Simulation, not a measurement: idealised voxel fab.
A process module follows: voxel capacitor over wiring.
The cross-section on display is named cut; it measures 240 nm wide, and its cells are 5 nm squares.
This document writes a cross-section as a grid whose cells are square, and gives it as bands, listed from the top down; one or more rows of cells form a band. Band: top and bottom heights (nm) first, top before bottom; then materials from left to right, widths in nm. "edge to edge" marks a sole material filling the band edge to edge. "blank" denotes empty space. Ref level 0: as-received wafer is one material below here. Bottom band extends down with no lower bound ("top 0, no bottom"). Read "30..40" as a graded width: first number on top, second number at the bottom, same change between each pair of neighbouring rows. A step reported as "nothing altered" is a step in which no cell of the cross-section changed. Listed in "Trapped void list": every empty space of 8 or more cells without an open way to the top. Form: width x height at distance, the distance being from the left edge, all in nm. Text after the settings on a step's line: the simulator's own remark on that step. overlay nm: on a step with a mask, how far right of its planned place the mask lay; negative means left.

## Intended process steps
1. op RECEIVE | material Si
2. op CONFORMAL_DEP | material SiO2 | thk nm 10
3. op CONFORMAL_DEP | material SiCN | thk nm 5
4. op DIRECTIONAL_DEP | material SiO2 | thk nm 20
5. op DIRECTIONAL_DEP | material aC | thk nm 15
6. op PATTERN | tone open | mask id METAL_1 | material resist | width nm 30 | pitch nm 90 | thk nm 30 | overlay nm 0
7. op DIRECTIONAL_ETCH | etch materials aC | depth nm 15
8. op STRIP | etch materials resist
9. op DIRECTIONAL_ETCH | etch materials SiO2 | depth nm 20
10. op DIRECTIONAL_ETCH | etch materials SiCN | depth nm 5
11. op STRIP | etch materials aC
12. op CONFORMAL_DEP | material TiN | thk nm 5
13. op FILL_DEP | material Cu | thk nm 10
14. op CMP | height nm 35
15. op CONFORMAL_DEP | material SiCN | thk nm 5
16. op DIRECTIONAL_DEP | material lowk | thk nm 20
17. op DIRECTIONAL_DEP | material aC | thk nm 10
18. op PATTERN | tone open | mask id PLUG_1 | material resist | width nm 15 | thk nm 30 | overlay nm 0
19. op DIRECTIONAL_ETCH | etch materials aC | depth nm 10
20. op STRIP | etch materials resist
21. op DIRECTIONAL_ETCH | etch materials lowk | depth nm 20
22. op DIRECTIONAL_ETCH | etch materials SiCN | depth nm 5
23. op STRIP | etch materials aC
24. op EPI | material Ru | thk nm 10
25. op EPI | material Ru | thk nm 10
26. op EPI | material Ru | thk nm 5
27. op DIRECTIONAL_DEP | material TiN | thk nm 10
28. op DIRECTIONAL_DEP | material HfO2 | thk nm 5
29. op DIRECTIONAL_DEP | material TiN | thk nm 10
30. op PATTERN | tone cover | mask id UPPER_PLATE | material resist | width nm 65 | thk nm 20 | overlay nm 0
31. op DIRECTIONAL_ETCH | etch materials TiN | depth nm 10
32. op DIRECTIONAL_ETCH | etch materials HfO2 | depth nm 5
33. op STRIP | etch materials resist
34. op DIRECTIONAL_DEP | material aC | thk nm 10
35. op PATTERN | tone cover | mask id LOWER_PLATE | material resist | width nm 75 | thk nm 25 | overlay nm 0
36. op DIRECTIONAL_ETCH | etch materials aC | depth nm 10
37. op STRIP | etch materials resist
38. op DIRECTIONAL_ETCH | etch materials TiN | depth nm 10
39. op STRIP | etch materials aC
40. op FILL_DEP | material SiO2 | thk nm 20
41. op CMP | height nm 100
42. op DIRECTIONAL_DEP | material aC | thk nm 10
43. op PATTERN | tone open | mask id PLUG_2 | material resist | width nm 15 | thk nm 25 | overlay nm -15
44. op DIRECTIONAL_ETCH | etch materials aC | depth nm 10
45. op STRIP | etch materials resist
46. op DIRECTIONAL_ETCH | etch materials SiO2 | depth nm 15
47. op STRIP | etch materials aC
48. op CONFORMAL_DEP | material TiN | thk nm 5
49. op FILL_DEP | material Cu | thk nm 5
50. op CMP | height nm 100
51. op CONFORMAL_DEP | material SiCN | thk nm 5
Wafer-to-wafer difference: overlay nm, step 43. Common start. Plan = first wafer's value.

## Cross-section of the first of several received wafers, showing its state after step 1
> top 0, no bottom: Si edge to edge
> Trapped void list: none

## Module end state after final step 51: cross-section of the first of several wafers
> top 105, bottom 100: SiCN edge to edge
> top 100, bottom 90: SiO2=70  TiN=5  Cu=5  TiN=5  SiO2=155
> top 90, bottom 85: SiO2=70  TiN=15  SiO2=155
> top 85, bottom 75: SiO2=75  TiN=65  SiO2=100
> top 75, bottom 70: SiO2=75  HfO2=65  SiO2=100
> top 70, bottom 60: SiO2=70  TiN=75  SiO2=95
> top 60, bottom 40: lowk=75  Ru=15  lowk=150
> top 40, bottom 35: SiCN=75  Ru=15  SiCN=150
> top 35, bottom 15: SiO2=60  TiN=5  Cu=20  TiN=5  SiO2=60  TiN=5  Cu=20  TiN=5  SiO2=60
> top 15, bottom 10: SiCN=60  TiN=30  SiCN=60  TiN=30  SiCN=60
> top 10, bottom 0: SiO2 edge to edge
> top 0, no bottom: Si edge to edge
> Trapped void list: none

## Here's the last wafer cross-sectioned at the end of the module
> top 105, bottom 100: SiCN edge to edge
> top 100, bottom 90: SiO2=100  TiN=5  Cu=5  TiN=5  SiO2=125
> top 90, bottom 85: SiO2=100  TiN=15  SiO2=125
> top 85, bottom 75: SiO2=75  TiN=65  SiO2=100
> top 75, bottom 70: SiO2=75  HfO2=65  SiO2=100
> top 70, bottom 60: SiO2=70  TiN=75  SiO2=95
> top 60, bottom 40: lowk=75  Ru=15  lowk=150
> top 40, bottom 35: SiCN=75  Ru=15  SiCN=150
> top 35, bottom 15: SiO2=60  TiN=5  Cu=20  TiN=5  SiO2=60  TiN=5  Cu=20  TiN=5  SiO2=60
> top 15, bottom 10: SiCN=60  TiN=30  SiCN=60  TiN=30  SiCN=60
> top 10, bottom 0: SiO2 edge to edge
> top 0, no bottom: Si edge to edge
> Trapped void list: none

## Below is a per-wafer table. In it, each row describes the wafer at the end of the module by giving, for each material, the number of cells gained (+) or lost (-) since the wafer was received, and after that the closed voids of the wafer
overlay nm -15, +34 Cu, +13 HfO2, +15 Ru, +129 SiCN, +546 SiO2, +91 TiN, +180 lowk, Trapped void list: none
overlay nm -10, +34 Cu, +13 HfO2, +15 Ru, +129 SiCN, +546 SiO2, +91 TiN, +180 lowk, Trapped void list: none
overlay nm -5, +34 Cu, +13 HfO2, +15 Ru, +129 SiCN, +546 SiO2, +91 TiN, +180 lowk, Trapped void list: none
overlay nm 0, +34 Cu, +13 HfO2, +15 Ru, +129 SiCN, +546 SiO2, +91 TiN, +180 lowk, Trapped void list: none
overlay nm 5, +34 Cu, +13 HfO2, +15 Ru, +129 SiCN, +546 SiO2, +91 TiN, +180 lowk, Trapped void list: none
overlay nm 10, +34 Cu, +13 HfO2, +15 Ru, +129 SiCN, +546 SiO2, +91 TiN, +180 lowk, Trapped void list: none
overlay nm 15, +34 Cu, +13 HfO2, +15 Ru, +129 SiCN, +546 SiO2, +91 TiN, +180 lowk, Trapped void list: none
